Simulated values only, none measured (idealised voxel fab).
voxel transistor to metal: a process module
Xsec cut, 285 nm wide, square cell size 5 nm.
Bands, listed from the top down, are how a cross-section gets written in this document; the cross-section itself is a grid of square cells, and a band is one or more rows of them.
Band entry format. Leading values: height of top, height of bottom, nm. Remainder: materials in left-to-right order, each with its width in nm. Special words: "edge to edge" on a single material, which then fills the band edge to edge; "blank", empty space.
The level at which height equals 0 is the one under which the wafer, as it arrives, is entirely one material. No lower edge exists for the bottom band, which continues downward and is notated as in "z 0 and below".
Note: "30 to 40" means the width goes from the first number (top row of the band) to the second number (bottom row) in equal steps per row of cells.
What does "nothing got changed" mean for a step? It means no cell of the cross-section changed in that step.
Listed in "Closed void inventory": every empty space of 8 or more cells without an open way to the top. Form: width x height at distance, the distance being from the left edge, all in nm.
Anything after a step's settings on that line? It's the simulator's own note about the step.
overlay nm: mask offset rightward from planned place, masked step; negative means leftward offset.
Process steps (planned):
step 1: RECEIVE, material Si
step 2: CONFORMAL_DEP, material SiO2, thk nm 5
step 3: CONFORMAL_DEP, material SiN, thk nm 10
step 4: DIRECTIONAL_DEP, material aC, thk nm 10
step 5: PATTERN, tone cover, mask id ACTIVE, material resist, width nm 90, pitch nm 115, thk nm 25, overlay nm 0
step 6: DIRECTIONAL_ETCH, etch materials aC, depth nm 10
step 7: STRIP, etch materials resist
step 8: DIRECTIONAL_ETCH, etch materials SiN, depth nm 10
step 9: DIRECTIONAL_ETCH, etch materials SiO2, depth nm 5
step 10: DIRECTIONAL_ETCH, etch materials Si, depth nm 25
step 11: STRIP, etch materials aC
step 12: FILL_DEP, material SiO2, thk nm 10
step 13: CMP, height nm 15
step 14: SELECTIVE_ETCH, etch materials SiO2, depth nm 10
step 15: STRIP, etch materials SiN
step 16: SELECTIVE_ETCH, etch materials SiO2, depth nm 5
step 17: OXIDIZE, depth nm 5
step 18: DIRECTIONAL_DEP, material polySi, thk nm 30
step 19: DIRECTIONAL_DEP, material SiCN, thk nm 15
step 20: PATTERN, tone cover, mask id GATE, material resist, width nm 20, pitch nm 115, thk nm 20, overlay nm 0
step 21: DIRECTIONAL_ETCH, etch materials SiCN, depth nm 25
step 22: DIRECTIONAL_ETCH, etch materials polySi, depth nm 40
step 23: STRIP, etch materials resist
step 24: CONFORMAL_DEP, material SiO2, thk nm 5
step 25: DIRECTIONAL_ETCH, etch materials SiO2, depth nm 5
step 26: CONFORMAL_DEP, material SiN, thk nm 5
step 27: DIRECTIONAL_ETCH, etch materials SiN, depth nm 5
step 28: DIRECTIONAL_ETCH, etch materials SiO2, depth nm 5
step 29: DIRECTIONAL_ETCH, etch materials Si, depth nm 10
step 30: EPI, material SiGe, thk nm 15
step 31: FILL_DEP, material SiO2, thk nm 5
step 32: CMP, height nm 45
step 33: DIRECTIONAL_DEP, material SiO2, thk nm 15
step 34: PATTERN, tone open, mask id CONTACT, material resist, width nm 15, thk nm 20, overlay nm 0
step 35: DIRECTIONAL_ETCH, etch materials SiO2, depth nm 60
step 36: STRIP, etch materials resist
step 37: CONFORMAL_DEP, material TiN, thk nm 5
step 38: FILL_DEP, material Ru, thk nm 10
step 39: CMP, height nm 60
step 40: CONFORMAL_DEP, material SiCN, thk nm 5
step 41: DIRECTIONAL_DEP, material lowk, thk nm 15
step 42: PATTERN, tone open, mask id METAL_1, material resist, width nm 15, thk nm 15, overlay nm 0
step 43: DIRECTIONAL_ETCH, etch materials lowk, depth nm 15
step 44: DIRECTIONAL_ETCH, etch materials SiCN, depth nm 5
step 45: STRIP, etch materials resist
step 46: CONFORMAL_DEP, material TiN, thk nm 5
step 47: FILL_DEP, material W, thk nm 5
step 48: CMP, height nm 80
step 49: CONFORMAL_DEP, material SiCN, thk nm 5
step 50: DIRECTIONAL_DEP, material lowk, thk nm 30
step 51: DIRECTIONAL_DEP, material aC, thk nm 15
step 52: PATTERN, tone open, mask id METAL_2, material resist, width nm 15, pitch nm 115, thk nm 30, overlay nm 0
step 53: DIRECTIONAL_ETCH, etch materials aC, depth nm 15
step 54: STRIP, etch materials resist
step 55: DIRECTIONAL_ETCH, etch materials lowk, depth nm 20
step 56: STRIP, etch materials aC
step 57: PATTERN, tone open, mask id METAL_2_HOLES, material resist, width nm 15, pitch nm 115, thk nm 20, overlay nm 0
step 58: DIRECTIONAL_ETCH, etch materials lowk, depth nm 10
step 59: DIRECTIONAL_ETCH, etch materials SiCN, depth nm 5
step 60: STRIP, etch materials resist
step 61: CONFORMAL_DEP, material TiN, thk nm 5
step 62: FILL_DEP, material Cu, thk nm 5
step 63: CMP, height nm 115
step 64: CONFORMAL_DEP, material SiN, thk nm 5
Of two wafers, the first: run according to plan:
Wafer cross-section on receipt, i.e. after step 1:
  z 0 and below  Si edge to edge
  Closed void inventory: none
Wafer section view after processing step 2:
  z 5 to 0  SiO2 edge to edge
  Rest of section, below 0: as before.
Wafer section view after processing step 3:
  z 15 to 5  SiN edge to edge
  Rest of section, below 5: as before.
Wafer section view after processing step 4:
  z 25 to 15  aC edge to edge
  Rest of section, below 15: as before.
Wafer section view after processing step 5:
  z 50 to 25  blank 40 nm, resist 90 nm, blank 25 nm, resist 90 nm, blank 40 nm
  Rest of section, below 25: as before.
Wafer section view after processing step 6:
  z 40 to 25  blank 40 nm, resist 90 nm, blank 25 nm, resist 90 nm, blank 40 nm
  z 25 to 15  blank 40 nm, aC 90 nm, blank 25 nm, aC 90 nm, blank 40 nm
  Rest of section, below 15: as before.
Wafer section view after processing step 7:
  z 25 to 15  blank 40 nm, aC 90 nm, blank 25 nm, aC 90 nm, blank 40 nm
  Rest of section, below 15: as before.
Wafer section view after processing step 8:
  z 25 to 15  blank 40 nm, aC 90 nm, blank 25 nm, aC 90 nm, blank 40 nm
  z 15 to 5  blank 40 nm, SiN 90 nm, blank 25 nm, SiN 90 nm, blank 40 nm
  Rest of section, below 5: as before.
Wafer section view after processing step 9:
  z 25 to 15  blank 40 nm, aC 90 nm, blank 25 nm, aC 90 nm, blank 40 nm
  z 15 to 5  blank 40 nm, SiN 90 nm, blank 25 nm, SiN 90 nm, blank 40 nm
  z 5 to 0  blank 40 nm, SiO2 90 nm, blank 25 nm, SiO2 90 nm, blank 40 nm
  Rest of section, below 0: as before.
Wafer section view after processing step 10:
  z 25 to 15  blank 40 nm, aC 90 nm, blank 25 nm, aC 90 nm, blank 40 nm
  z 15 to 5  blank 40 nm, SiN 90 nm, blank 25 nm, SiN 90 nm, blank 40 nm
  z 5 to 0  blank 40 nm, SiO2 90 nm, blank 25 nm, SiO2 90 nm, blank 40 nm
  z 0 to -25  blank 40 nm, Si 90 nm, blank 25 nm, Si 90 nm, blank 40 nm
  Rest of section, below -25: as before.
Wafer section view after processing step 11:
  z 15 to 5  blank 40 nm, SiN 90 nm, blank 25 nm, SiN 90 nm, blank 40 nm
  Rest of section, below 5: as before.
Wafer section view after processing step 12:
  z 25 to 15  SiO2 edge to edge
  z 15 to 5  SiO2 40 nm, SiN 90 nm, SiO2 25 nm, SiN 90 nm, SiO2 40 nm
  z 5 to 0  SiO2 edge to edge
  z 0 to -25  SiO2 40 nm, Si 90 nm, SiO2 25 nm, Si 90 nm, SiO2 40 nm
  Rest of section, below -25: as before.
Wafer section view after processing step 13:
  z 15 to 5  SiO2 40 nm, SiN 90 nm, SiO2 25 nm, SiN 90 nm, SiO2 40 nm
  Rest of section, below 5: as before.
Wafer section view after processing step 14:
  z 15 to 5  blank 40 nm, SiN 90 nm, blank 25 nm, SiN 90 nm, blank 40 nm
  Rest of section, below 5: as before.
Wafer section view after processing step 15:
  z 5 to 0  SiO2 edge to edge
  Rest of section, below 0: as before.
Wafer section view after processing step 16:
  z 0 to -25  SiO2 40 nm, Si 90 nm, SiO2 25 nm, Si 90 nm, SiO2 40 nm
  Rest of section, below -25: as before.
Wafer section view after processing step 17:
  z 0 to -5  SiO2 edge to edge
  Rest of section, below -5: as before.
Wafer section view after processing step 18:
  z 30 to 0  polySi edge to edge
  Rest of section, below 0: as before.
Wafer section view after processing step 19:
  z 45 to 30  SiCN edge to edge
  Rest of section, below 30: as before.
Wafer section view after processing step 20:
  z 65 to 45  blank 75 nm, resist 20 nm, blank 95 nm, resist 20 nm, blank 75 nm
  Rest of section, below 45: as before.
Wafer section view after processing step 21:
  z 65 to 45  blank 75 nm, resist 20 nm, blank 95 nm, resist 20 nm, blank 75 nm
  z 45 to 30  blank 75 nm, SiCN 20 nm, blank 95 nm, SiCN 20 nm, blank 75 nm
  Rest of section, below 30: as before.
Wafer section view after processing step 22:
  z 65 to 45  blank 75 nm, resist 20 nm, blank 95 nm, resist 20 nm, blank 75 nm
  z 45 to 30  blank 75 nm, SiCN 20 nm, blank 95 nm, SiCN 20 nm, blank 75 nm
  z 30 to 0  blank 75 nm, polySi 20 nm, blank 95 nm, polySi 20 nm, blank 75 nm
  Rest of section, below 0: as before.
Wafer section view after processing step 23:
  z 45 to 30  blank 75 nm, SiCN 20 nm, blank 95 nm, SiCN 20 nm, blank 75 nm
  Rest of section, below 30: as before.
Wafer section view after processing step 24:
  z 50 to 45  blank 70 nm, SiO2 30 nm, blank 85 nm, SiO2 30 nm, blank 70 nm
  z 45 to 30  blank 70 nm, SiO2 5 nm, SiCN 20 nm, SiO2 5 nm, blank 85 nm, SiO2 5 nm, SiCN 20 nm, SiO2 5 nm, blank 70 nm
  z 30 to 5  blank 70 nm, SiO2 5 nm, polySi 20 nm, SiO2 5 nm, blank 85 nm, SiO2 5 nm, polySi 20 nm, SiO2 5 nm, blank 70 nm
  z 5 to 0  SiO2 75 nm, polySi 20 nm, SiO2 95 nm, polySi 20 nm, SiO2 75 nm
  Rest of section, below 0: as before.
Wafer section view after processing step 25:
  z 45 to 30  blank 70 nm, SiO2 5 nm, SiCN 20 nm, SiO2 5 nm, blank 85 nm, SiO2 5 nm, SiCN 20 nm, SiO2 5 nm, blank 70 nm
  z 30 to 0  blank 70 nm, SiO2 5 nm, polySi 20 nm, SiO2 5 nm, blank 85 nm, SiO2 5 nm, polySi 20 nm, SiO2 5 nm, blank 70 nm
  Rest of section, below 0: as before.
Wafer section view after processing step 26:
  z 50 to 45  blank 65 nm, SiN 40 nm, blank 75 nm, SiN 40 nm, blank 65 nm
  z 45 to 30  blank 65 nm, SiN 5 nm, SiO2 5 nm, SiCN 20 nm, SiO2 5 nm, SiN 5 nm, blank 75 nm, SiN 5 nm, SiO2 5 nm, SiCN 20 nm, SiO2 5 nm, SiN 5 nm, blank 65 nm
  z 30 to 5  blank 65 nm, SiN 5 nm, SiO2 5 nm, polySi 20 nm, SiO2 5 nm, SiN 5 nm, blank 75 nm, SiN 5 nm, SiO2 5 nm, polySi 20 nm, SiO2 5 nm, SiN 5 nm, blank 65 nm
  z 5 to 0  SiN 70 nm, SiO2 5 nm, polySi 20 nm, SiO2 5 nm, SiN 85 nm, SiO2 5 nm, polySi 20 nm, SiO2 5 nm, SiN 70 nm
  Rest of section, below 0: as before.
Wafer section view after processing step 27:
  z 45 to 30  blank 65 nm, SiN 5 nm, SiO2 5 nm, SiCN 20 nm, SiO2 5 nm, SiN 5 nm, blank 75 nm, SiN 5 nm, SiO2 5 nm, SiCN 20 nm, SiO2 5 nm, SiN 5 nm, blank 65 nm
  z 30 to 0  blank 65 nm, SiN 5 nm, SiO2 5 nm, polySi 20 nm, SiO2 5 nm, SiN 5 nm, blank 75 nm, SiN 5 nm, SiO2 5 nm, polySi 20 nm, SiO2 5 nm, SiN 5 nm, blank 65 nm
  Rest of section, below 0: as before.
Wafer section view after processing step 28:
  z 45 to 40  blank 65 nm, SiN 5 nm, blank 5 nm, SiCN 20 nm, blank 5 nm, SiN 5 nm, blank 75 nm, SiN 5 nm, blank 5 nm, SiCN 20 nm, blank 5 nm, SiN 5 nm, blank 65 nm
  z 40 to 30  blank 65 nm, SiN 5 nm, SiO2 5 nm, SiCN 20 nm, SiO2 5 nm, SiN 5 nm, blank 75 nm, SiN 5 nm, SiO2 5 nm, SiCN 20 nm, SiO2 5 nm, SiN 5 nm, blank 65 nm
  z 30 to 0  blank 65 nm, SiN 5 nm, SiO2 5 nm, polySi 20 nm, SiO2 5 nm, SiN 5 nm, blank 75 nm, SiN 5 nm, SiO2 5 nm, polySi 20 nm, SiO2 5 nm, SiN 5 nm, blank 65 nm
  z 0 to -5  blank 65 nm, SiO2 40 nm, blank 75 nm, SiO2 40 nm, blank 65 nm
  Rest of section, below -5: as before.
Wafer section view after processing step 29:
  z 45 to 40  blank 65 nm, SiN 5 nm, blank 5 nm, SiCN 20 nm, blank 5 nm, SiN 5 nm, blank 75 nm, SiN 5 nm, blank 5 nm, SiCN 20 nm, blank 5 nm, SiN 5 nm, blank 65 nm
  z 40 to 30  blank 65 nm, SiN 5 nm, SiO2 5 nm, SiCN 20 nm, SiO2 5 nm, SiN 5 nm, blank 75 nm, SiN 5 nm, SiO2 5 nm, SiCN 20 nm, SiO2 5 nm, SiN 5 nm, blank 65 nm
  z 30 to 0  blank 65 nm, SiN 5 nm, SiO2 5 nm, polySi 20 nm, SiO2 5 nm, SiN 5 nm, blank 75 nm, SiN 5 nm, SiO2 5 nm, polySi 20 nm, SiO2 5 nm, SiN 5 nm, blank 65 nm
  z 0 to -5  blank 65 nm, SiO2 40 nm, blank 75 nm, SiO2 40 nm, blank 65 nm
  z -5 to -15  SiO2 40 nm, blank 25 nm, Si 40 nm, blank 25 nm, SiO2 25 nm, blank 25 nm, Si 40 nm, blank 25 nm, SiO2 40 nm
  Rest of section, below -15: as before.
Wafer section view after processing step 30:
  z 45 to 40  blank 65 nm, SiN 5 nm, blank 5 nm, SiCN 20 nm, blank 5 nm, SiN 5 nm, blank 75 nm, SiN 5 nm, blank 5 nm, SiCN 20 nm, blank 5 nm, SiN 5 nm, blank 65 nm
  z 40 to 30  blank 65 nm, SiN 5 nm, SiO2 5 nm, SiCN 20 nm, SiO2 5 nm, SiN 5 nm, blank 75 nm, SiN 5 nm, SiO2 5 nm, SiCN 20 nm, SiO2 5 nm, SiN 5 nm, blank 65 nm
  z 30 to 10  blank 65 nm, SiN 5 nm, SiO2 5 nm, polySi 20 nm, SiO2 5 nm, SiN 5 nm, blank 75 nm, SiN 5 nm, SiO2 5 nm, polySi 20 nm, SiO2 5 nm, SiN 5 nm, blank 65 nm
  z 10 to 0  blank 50 nm, SiGe 15 nm, SiN 5 nm, SiO2 5 nm, polySi 20 nm, SiO2 5 nm, SiN 5 nm, SiGe 15 nm, blank 45 nm, SiGe 15 nm, SiN 5 nm, SiO2 5 nm, polySi 20 nm, SiO2 5 nm, SiN 5 nm, SiGe 15 nm, blank 50 nm
  z 0 to -5  blank 35 nm, SiGe 30 nm, SiO2 40 nm, SiGe 30 nm, blank 15 nm, SiGe 30 nm, SiO2 40 nm, SiGe 30 nm, blank 35 nm
  z -5 to -15  SiO2 40 nm, SiGe 25 nm, Si 40 nm, SiGe 25 nm, SiO2 25 nm, SiGe 25 nm, Si 40 nm, SiGe 25 nm, SiO2 40 nm
  Rest of section, below -15: as before.
Wafer section view after processing step 31:
  z 50 to 45  SiO2 edge to edge
  z 45 to 30  SiO2 65 nm, SiN 5 nm, SiO2 5 nm, SiCN 20 nm, SiO2 5 nm, SiN 5 nm, SiO2 75 nm, SiN 5 nm, SiO2 5 nm, SiCN 20 nm, SiO2 5 nm, SiN 5 nm, SiO2 65 nm
  z 30 to 10  SiO2 65 nm, SiN 5 nm, SiO2 5 nm, polySi 20 nm, SiO2 5 nm, SiN 5 nm, SiO2 75 nm, SiN 5 nm, SiO2 5 nm, polySi 20 nm, SiO2 5 nm, SiN 5 nm, SiO2 65 nm
  z 10 to 0  SiO2 50 nm, SiGe 15 nm, SiN 5 nm, SiO2 5 nm, polySi 20 nm, SiO2 5 nm, SiN 5 nm, SiGe 15 nm, SiO2 45 nm, SiGe 15 nm, SiN 5 nm, SiO2 5 nm, polySi 20 nm, SiO2 5 nm, SiN 5 nm, SiGe 15 nm, SiO2 50 nm
  z 0 to -5  SiO2 35 nm, SiGe 30 nm, SiO2 40 nm, SiGe 30 nm, SiO2 15 nm, SiGe 30 nm, SiO2 40 nm, SiGe 30 nm, SiO2 35 nm
  Rest of section, below -5: as before.
Wafer section view after processing step 32:
  z 45 to 30  SiO2 65 nm, SiN 5 nm, SiO2 5 nm, SiCN 20 nm, SiO2 5 nm, SiN 5 nm, SiO2 75 nm, SiN 5 nm, SiO2 5 nm, SiCN 20 nm, SiO2 5 nm, SiN 5 nm, SiO2 65 nm
  Rest of section, below 30: as before.
Wafer section view after processing step 33:
  z 60 to 45  SiO2 edge to edge
  Rest of section, below 45: as before.
Wafer section view after processing step 34:
  z 80 to 60  resist 45 nm, blank 15 nm, resist 50 nm, blank 15 nm, resist 35 nm, blank 15 nm, resist 50 nm, blank 15 nm, resist 45 nm
  Rest of section, below 60: as before.
Wafer section view after processing step 35:
  z 80 to 60  resist 45 nm, blank 15 nm, resist 50 nm, blank 15 nm, resist 35 nm, blank 15 nm, resist 50 nm, blank 15 nm, resist 45 nm
  z 60 to 45  SiO2 45 nm, blank 15 nm, SiO2 50 nm, blank 15 nm, SiO2 35 nm, blank 15 nm, SiO2 50 nm, blank 15 nm, SiO2 45 nm
  z 45 to 30  SiO2 45 nm, blank 15 nm, SiO2 5 nm, SiN 5 nm, SiO2 5 nm, SiCN 20 nm, SiO2 5 nm, SiN 5 nm, SiO2 5 nm, blank 15 nm, SiO2 35 nm, blank 15 nm, SiO2 5 nm, SiN 5 nm, SiO2 5 nm, SiCN 20 nm, SiO2 5 nm, SiN 5 nm, SiO2 5 nm, blank 15 nm, SiO2 45 nm
  z 30 to 10  SiO2 45 nm, blank 15 nm, SiO2 5 nm, SiN 5 nm, SiO2 5 nm, polySi 20 nm, SiO2 5 nm, SiN 5 nm, SiO2 5 nm, blank 15 nm, SiO2 35 nm, blank 15 nm, SiO2 5 nm, SiN 5 nm, SiO2 5 nm, polySi 20 nm, SiO2 5 nm, SiN 5 nm, SiO2 5 nm, blank 15 nm, SiO2 45 nm
  z 10 to 0  SiO2 45 nm, blank 5 nm, SiGe 15 nm, SiN 5 nm, SiO2 5 nm, polySi 20 nm, SiO2 5 nm, SiN 5 nm, SiGe 15 nm, blank 5 nm, SiO2 35 nm, blank 5 nm, SiGe 15 nm, SiN 5 nm, SiO2 5 nm, polySi 20 nm, SiO2 5 nm, SiN 5 nm, SiGe 15 nm, blank 5 nm, SiO2 45 nm
  Rest of section, below 0: as before.
Wafer section view after processing step 36:
  z 60 to 45  SiO2 45 nm, blank 15 nm, SiO2 50 nm, blank 15 nm, SiO2 35 nm, blank 15 nm, SiO2 50 nm, blank 15 nm, SiO2 45 nm
  Rest of section, below 45: as before.
Wafer section view after processing step 37:
  z 65 to 60  TiN 50 nm, blank 5 nm, TiN 60 nm, blank 5 nm, TiN 45 nm, blank 5 nm, TiN 60 nm, blank 5 nm, TiN 50 nm
  z 60 to 45  SiO2 45 nm, TiN 5 nm, blank 5 nm, TiN 5 nm, SiO2 50 nm, TiN 5 nm, blank 5 nm, TiN 5 nm, SiO2 35 nm, TiN 5 nm, blank 5 nm, TiN 5 nm, SiO2 50 nm, TiN 5 nm, blank 5 nm, TiN 5 nm, SiO2 45 nm
  z 45 to 30  SiO2 45 nm, TiN 5 nm, blank 5 nm, TiN 5 nm, SiO2 5 nm, SiN 5 nm, SiO2 5 nm, SiCN 20 nm, SiO2 5 nm, SiN 5 nm, SiO2 5 nm, TiN 5 nm, blank 5 nm, TiN 5 nm, SiO2 35 nm, TiN 5 nm, blank 5 nm, TiN 5 nm, SiO2 5 nm, SiN 5 nm, SiO2 5 nm, SiCN 20 nm, SiO2 5 nm, SiN 5 nm, SiO2 5 nm, TiN 5 nm, blank 5 nm, TiN 5 nm, SiO2 45 nm
  z 30 to 15  SiO2 45 nm, TiN 5 nm, blank 5 nm, TiN 5 nm, SiO2 5 nm, SiN 5 nm, SiO2 5 nm, polySi 20 nm, SiO2 5 nm, SiN 5 nm, SiO2 5 nm, TiN 5 nm, blank 5 nm, TiN 5 nm, SiO2 35 nm, TiN 5 nm, blank 5 nm, TiN 5 nm, SiO2 5 nm, SiN 5 nm, SiO2 5 nm, polySi 20 nm, SiO2 5 nm, SiN 5 nm, SiO2 5 nm, TiN 5 nm, blank 5 nm, TiN 5 nm, SiO2 45 nm
  z 15 to 10  SiO2 45 nm, TiN 15 nm, SiO2 5 nm, SiN 5 nm, SiO2 5 nm, polySi 20 nm, SiO2 5 nm, SiN 5 nm, SiO2 5 nm, TiN 15 nm, SiO2 35 nm, TiN 15 nm, SiO2 5 nm, SiN 5 nm, SiO2 5 nm, polySi 20 nm, SiO2 5 nm, SiN 5 nm, SiO2 5 nm, TiN 15 nm, SiO2 45 nm
  z 10 to 0  SiO2 45 nm, TiN 5 nm, SiGe 15 nm, SiN 5 nm, SiO2 5 nm, polySi 20 nm, SiO2 5 nm, SiN 5 nm, SiGe 15 nm, TiN 5 nm, SiO2 35 nm, TiN 5 nm, SiGe 15 nm, SiN 5 nm, SiO2 5 nm, polySi 20 nm, SiO2 5 nm, SiN 5 nm, SiGe 15 nm, TiN 5 nm, SiO2 45 nm
  Rest of section, below 0: as before.
Wafer section view after processing step 38:
  z 75 to 65  Ru edge to edge
  z 65 to 60  TiN 50 nm, Ru 5 nm, TiN 60 nm, Ru 5 nm, TiN 45 nm, Ru 5 nm, TiN 60 nm, Ru 5 nm, TiN 50 nm
  z 60 to 45  SiO2 45 nm, TiN 5 nm, Ru 5 nm, TiN 5 nm, SiO2 50 nm, TiN 5 nm, Ru 5 nm, TiN 5 nm, SiO2 35 nm, TiN 5 nm, Ru 5 nm, TiN 5 nm, SiO2 50 nm, TiN 5 nm, Ru 5 nm, TiN 5 nm, SiO2 45 nm
  z 45 to 30  SiO2 45 nm, TiN 5 nm, Ru 5 nm, TiN 5 nm, SiO2 5 nm, SiN 5 nm, SiO2 5 nm, SiCN 20 nm, SiO2 5 nm, SiN 5 nm, SiO2 5 nm, TiN 5 nm, Ru 5 nm, TiN 5 nm, SiO2 35 nm, TiN 5 nm, Ru 5 nm, TiN 5 nm, SiO2 5 nm, SiN 5 nm, SiO2 5 nm, SiCN 20 nm, SiO2 5 nm, SiN 5 nm, SiO2 5 nm, TiN 5 nm, Ru 5 nm, TiN 5 nm, SiO2 45 nm
  z 30 to 15  SiO2 45 nm, TiN 5 nm, Ru 5 nm, TiN 5 nm, SiO2 5 nm, SiN 5 nm, SiO2 5 nm, polySi 20 nm, SiO2 5 nm, SiN 5 nm, SiO2 5 nm, TiN 5 nm, Ru 5 nm, TiN 5 nm, SiO2 35 nm, TiN 5 nm, Ru 5 nm, TiN 5 nm, SiO2 5 nm, SiN 5 nm, SiO2 5 nm, polySi 20 nm, SiO2 5 nm, SiN 5 nm, SiO2 5 nm, TiN 5 nm, Ru 5 nm, TiN 5 nm, SiO2 45 nm
  Rest of section, below 15: as before.
Wafer section view after processing step 39:
  z 60 to 45  SiO2 45 nm, TiN 5 nm, Ru 5 nm, TiN 5 nm, SiO2 50 nm, TiN 5 nm, Ru 5 nm, TiN 5 nm, SiO2 35 nm, TiN 5 nm, Ru 5 nm, TiN 5 nm, SiO2 50 nm, TiN 5 nm, Ru 5 nm, TiN 5 nm, SiO2 45 nm
  Rest of section, below 45: as before.
Wafer section view after processing step 40:
  z 65 to 60  SiCN edge to edge
  Rest of section, below 60: as before.
Wafer section view after processing step 41:
  z 80 to 65  lowk edge to edge
  Rest of section, below 65: as before.
Wafer section view after processing step 42:
  z 95 to 80  resist 45 nm, blank 15 nm, resist 50 nm, blank 15 nm, resist 35 nm, blank 15 nm, resist 50 nm, blank 15 nm, resist 45 nm
  Rest of section, below 80: as before.
Wafer section view after processing step 43:
  z 95 to 80  resist 45 nm, blank 15 nm, resist 50 nm, blank 15 nm, resist 35 nm, blank 15 nm, resist 50 nm, blank 15 nm, resist 45 nm
  z 80 to 65  lowk 45 nm, blank 15 nm, lowk 50 nm, blank 15 nm, lowk 35 nm, blank 15 nm, lowk 50 nm, blank 15 nm, lowk 45 nm
  Rest of section, below 65: as before.
Wafer section view after processing step 44:
  z 95 to 80  resist 45 nm, blank 15 nm, resist 50 nm, blank 15 nm, resist 35 nm, blank 15 nm, resist 50 nm, blank 15 nm, resist 45 nm
  z 80 to 65  lowk 45 nm, blank 15 nm, lowk 50 nm, blank 15 nm, lowk 35 nm, blank 15 nm, lowk 50 nm, blank 15 nm, lowk 45 nm
  z 65 to 60  SiCN 45 nm, blank 15 nm, SiCN 50 nm, blank 15 nm, SiCN 35 nm, blank 15 nm, SiCN 50 nm, blank 15 nm, SiCN 45 nm
  Rest of section, below 60: as before.
Wafer section view after processing step 45:
  z 80 to 65  lowk 45 nm, blank 15 nm, lowk 50 nm, blank 15 nm, lowk 35 nm, blank 15 nm, lowk 50 nm, blank 15 nm, lowk 45 nm
  Rest of section, below 65: as before.
Wafer section view after processing step 46:
  z 85 to 80  TiN 50 nm, blank 5 nm, TiN 60 nm, blank 5 nm, TiN 45 nm, blank 5 nm, TiN 60 nm, blank 5 nm, TiN 50 nm
  z 80 to 65  lowk 45 nm, TiN 5 nm, blank 5 nm, TiN 5 nm, lowk 50 nm, TiN 5 nm, blank 5 nm, TiN 5 nm, lowk 35 nm, TiN 5 nm, blank 5 nm, TiN 5 nm, lowk 50 nm, TiN 5 nm, blank 5 nm, TiN 5 nm, lowk 45 nm
  z 65 to 60  SiCN 45 nm, TiN 15 nm, SiCN 50 nm, TiN 15 nm, SiCN 35 nm, TiN 15 nm, SiCN 50 nm, TiN 15 nm, SiCN 45 nm
  Rest of section, below 60: as before.
Wafer section view after processing step 47:
  z 90 to 85  W edge to edge
  z 85 to 80  TiN 50 nm, W 5 nm, TiN 60 nm, W 5 nm, TiN 45 nm, W 5 nm, TiN 60 nm, W 5 nm, TiN 50 nm
  z 80 to 65  lowk 45 nm, TiN 5 nm, W 5 nm, TiN 5 nm, lowk 50 nm, TiN 5 nm, W 5 nm, TiN 5 nm, lowk 35 nm, TiN 5 nm, W 5 nm, TiN 5 nm, lowk 50 nm, TiN 5 nm, W 5 nm, TiN 5 nm, lowk 45 nm
  Rest of section, below 65: as before.
Wafer section view after processing step 48:
  z 80 to 65  lowk 45 nm, TiN 5 nm, W 5 nm, TiN 5 nm, lowk 50 nm, TiN 5 nm, W 5 nm, TiN 5 nm, lowk 35 nm, TiN 5 nm, W 5 nm, TiN 5 nm, lowk 50 nm, TiN 5 nm, W 5 nm, TiN 5 nm, lowk 45 nm
  Rest of section, below 65: as before.
Wafer section view after processing step 49:
  z 85 to 80  SiCN edge to edge
  Rest of section, below 80: as before.
Wafer section view after processing step 50:
  z 115 to 85  lowk edge to edge
  Rest of section, below 85: as before.
Wafer section view after processing step 51:
  z 130 to 115  aC edge to edge
  Rest of section, below 115: as before.
Wafer section view after processing step 52:
  z 160 to 130  resist 45 nm, blank 15 nm, resist 100 nm, blank 15 nm, resist 110 nm
  Rest of section, below 130: as before.
Wafer section view after processing step 53:
  z 145 to 130  resist 45 nm, blank 15 nm, resist 100 nm, blank 15 nm, resist 110 nm
  z 130 to 115  aC 45 nm, blank 15 nm, aC 100 nm, blank 15 nm, aC 110 nm
  Rest of section, below 115: as before.
Wafer section view after processing step 54:
  z 130 to 115  aC 45 nm, blank 15 nm, aC 100 nm, blank 15 nm, aC 110 nm
  Rest of section, below 115: as before.
Wafer section view after processing step 55:
  z 130 to 115  aC 45 nm, blank 15 nm, aC 100 nm, blank 15 nm, aC 110 nm
  z 115 to 95  lowk 45 nm, blank 15 nm, lowk 100 nm, blank 15 nm, lowk 110 nm
  Rest of section, below 95: as before.
Wafer section view after processing step 56:
  z 115 to 95  lowk 45 nm, blank 15 nm, lowk 100 nm, blank 15 nm, lowk 110 nm
  Rest of section, below 95: as before.
Wafer section view after processing step 57:
  z 135 to 115  resist 45 nm, blank 15 nm, resist 100 nm, blank 15 nm, resist 110 nm
  Rest of section, below 115: as before.
Wafer section view after processing step 58:
  z 135 to 115  resist 45 nm, blank 15 nm, resist 100 nm, blank 15 nm, resist 110 nm
  z 115 to 85  lowk 45 nm, blank 15 nm, lowk 100 nm, blank 15 nm, lowk 110 nm
  Rest of section, below 85: as before.
Wafer section view after processing step 59:
  z 135 to 115  resist 45 nm, blank 15 nm, resist 100 nm, blank 15 nm, resist 110 nm
  z 115 to 85  lowk 45 nm, blank 15 nm, lowk 100 nm, blank 15 nm, lowk 110 nm
  z 85 to 80  SiCN 45 nm, blank 15 nm, SiCN 100 nm, blank 15 nm, SiCN 110 nm
  Rest of section, below 80: as before.
Wafer section view after processing step 60:
  z 115 to 85  lowk 45 nm, blank 15 nm, lowk 100 nm, blank 15 nm, lowk 110 nm
  Rest of section, below 85: as before.
Wafer section view after processing step 61:
  z 120 to 115  TiN 50 nm, blank 5 nm, TiN 110 nm, blank 5 nm, TiN 115 nm
  z 115 to 85  lowk 45 nm, TiN 5 nm, blank 5 nm, TiN 5 nm, lowk 100 nm, TiN 5 nm, blank 5 nm, TiN 5 nm, lowk 110 nm
  z 85 to 80  SiCN 45 nm, TiN 15 nm, SiCN 100 nm, TiN 15 nm, SiCN 110 nm
  Rest of section, below 80: as before.
Wafer section view after processing step 62:
  z 125 to 120  Cu edge to edge
  z 120 to 115  TiN 50 nm, Cu 5 nm, TiN 110 nm, Cu 5 nm, TiN 115 nm
  z 115 to 85  lowk 45 nm, TiN 5 nm, Cu 5 nm, TiN 5 nm, lowk 100 nm, TiN 5 nm, Cu 5 nm, TiN 5 nm, lowk 110 nm
  Rest of section, below 85: as before.
Wafer section view after processing step 63:
  z 115 to 85  lowk 45 nm, TiN 5 nm, Cu 5 nm, TiN 5 nm, lowk 100 nm, TiN 5 nm, Cu 5 nm, TiN 5 nm, lowk 110 nm
  Rest of section, below 85: as before.
Wafer section view after processing step 64:
  z 120 to 115  SiN edge to edge
  Rest of section, below 115: as before.
Wafer two of the pair: same origin, same plan, one error during the run; identical to wafer one up to and including step 63:
Second wafer, sectioned view, at step 64's planned end time:
  z 120 to 115  W edge to edge
  Rest of section, below 115: as before.
Heads up, the wafer didn't run the way we planned it: step 64 went in with a setting other than planned; the actual run was CONFORMAL_DEP, material W, thk nm 5
Looking at both finished wafers in cells, the second ends up ahead of or behind the first on some materials: 57 fewer of SiN; 57 more of W
